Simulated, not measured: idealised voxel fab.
process module | voxel self aligned contacts
cross-section cut | 205 nm wide | cells 5 nm
A cross-section is a grid of square cells, given in bands from the top down. A band is one or more rows of cells.
Each band's line starts with the height of the band's top and of its bottom, in nm. Then come its materials from left to right, each with its width in nm. One material with "throughout" fills the band from edge to edge. "air" is empty space.
Height 0 is the level under which the wafer as received is all one material. The lowest band goes on downwards, as in "0 down".
A width such as "30 to 40" changes by the same amount from each row of cells to the next, from the band's top row to its bottom row.
"no change" after a step means that no cell of the cross-section changed.
closed voids: empty space of 8 cells or more with no open way to the top, each as width x height at its distance from the left edge, in nm
after a step's settings: what the simulator itself notes on the step
overlay nm, on a step with a mask: how far to the right of its planned place the mask lay; to the left if negative
plan
1 op RECEIVE | material Si
2 op OXIDIZE | depth nm 5
3 op DIRECTIONAL_DEP | material polySi | thk nm 30
4 op DIRECTIONAL_DEP | material SiN | thk nm 20
5 op MASKED_ETCH | tone cover | mask id GATE | width nm 25 | pitch nm 50 | etch materials SiN | depth nm 20 | overlay nm 0
6 op MASKED_ETCH | tone cover | mask id GATE | width nm 25 | pitch nm 50 | etch materials polySi | depth nm 30 | overlay nm 0
7 op CONFORMAL_DEP | material SiN | thk nm 5
8 op DIRECTIONAL_ETCH | etch materials SiN | depth nm 5
9 op FILL_DEP | material SiO2 | thk nm 10
10 op CMP | height nm 55
11 op DIRECTIONAL_DEP | material aC | thk nm 10
12 op PATTERN | tone open | mask id CONTACT | material resist | width nm 35 | thk nm 25 | overlay nm 0
13 op DIRECTIONAL_ETCH | etch materials aC | depth nm 10
14 op STRIP | etch materials resist
15 op DIRECTIONAL_ETCH | etch materials SiO2 | depth nm 60
16 op STRIP | etch materials aC
17 op CONFORMAL_DEP | material TiN | thk nm 5
18 op FILL_DEP | material W | thk nm 10
19 op CMP | height nm 55
20 op CONFORMAL_DEP | material SiCN | thk nm 5
as received, after step 1
  0 down: Si throughout
  closed voids: none
a wafer at the end: this start, this plan, one mistake
  60 to 55: SiCN throughout
  55 to 50: SiO2 85 | TiN 15 | W 5 | TiN 15 | SiO2 85
  50 to 35: SiO2 60 | SiN 35 | TiN 5 | W 5 | TiN 5 | SiN 35 | SiO2 60
  35 to 30: SiO2 60 | SiN 35 | TiN 15 | SiN 35 | SiO2 60
  30 to 0: SiCN throughout
  0 to -5: SiO2 throughout
  -5 down: Si throughout
  closed voids: none
what went wrong: step 3 ran as: op DIRECTIONAL_DEP | material SiCN | thk nm 30
